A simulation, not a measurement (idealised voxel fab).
Proc. module: voxel trench capacitor
The width of the displayed cross-section, cut, is 295 nm; its cells are square, with a size of 5 nm.
Heads up, the way a cross-section reads in here is a grid of square cells, handed over as bands from the top down, with every band being one or more rows of cells. Per band: top height and bottom height in nm, followed by the left-to-right materials and their widths in nm; "edge to edge" marks a single material spanning edge to edge, "empty" marks empty space. Basically, 0 is our baseline, since under it the wafer straight out of the box is all one material. The bottom band has no lower end and keeps on going down, so it looks like "0 -> down". Width "30 to 40": first value at the band's top row of cells, second value at its bottom row, equal change from row to row. "stayed the same" -> step changed no cross-section cell. Listed in "Sealed voids": every empty space of 8 or more cells without an open way to the top. Form: width x height at distance, the distance being from the left edge, all in nm. Formally, on a step line, whatever follows the settings is a remark that the simulator itself makes on the step. Each step line may optionally specify "overlay nm", which for a step with a mask gives the rightward distance between the mask's planned place and where it lay, a negative value indicating the leftward direction.

[Set out below are the planned steps of the process]
1) RECEIVE,material Si
2) CONFORMAL_DEP,material SiN,thk nm 10
3) DIRECTIONAL_DEP,material aC,thk nm 10
4) PATTERN,tone open,mask id TRENCH,material resist,width nm 20,pitch nm 50,thk nm 30,overlay nm 0
5) DIRECTIONAL_ETCH,etch materials aC,depth nm 10
6) STRIP,etch materials resist
7) DIRECTIONAL_ETCH,etch materials SiN,depth nm 10
8) DIRECTIONAL_ETCH,etch materials Si,depth nm 35
9) STRIP,etch materials aC
10) CONFORMAL_DEP,material Al2O3,thk nm 5
11) FILL_DEP,material polySi,thk nm 5
12) CMP,height nm 10

[Cross-section: wafer on arrival = after step 1]
- 0 -> down: Si edge to edge
- Sealed voids: none

[Figure: cross-sectional view of the wafer upon completion of the module, processed from the initial state and according to the plan depicted above, with one error introduced during execution]
- 10 -> 0: SiN=50  Al2O3=5  polySi=10  Al2O3=5  SiN=30  Al2O3=5  polySi=10  Al2O3=5  SiN=30  Al2O3=5  polySi=10  Al2O3=5  SiN=30  Al2O3=5  polySi=10  Al2O3=5  SiN=75
- 0 -> -30: Si=50  Al2O3=5  polySi=10  Al2O3=5  Si=30  Al2O3=5  polySi=10  Al2O3=5  Si=30  Al2O3=5  polySi=10  Al2O3=5  Si=30  Al2O3=5  polySi=10  Al2O3=5  Si=75
- -30 -> -35: Si=50  Al2O3=20  Si=30  Al2O3=20  Si=30  Al2O3=20  Si=30  Al2O3=20  Si=75
- -35 -> down: Si edge to edge
- Sealed voids: none
Heads up, the wafer didn't run the way we planned it: not per plan at step 4, really ran PATTERN,tone open,mask id TRENCH,material resist,width nm 20,pitch nm 50,thk nm 30,overlay nm -10
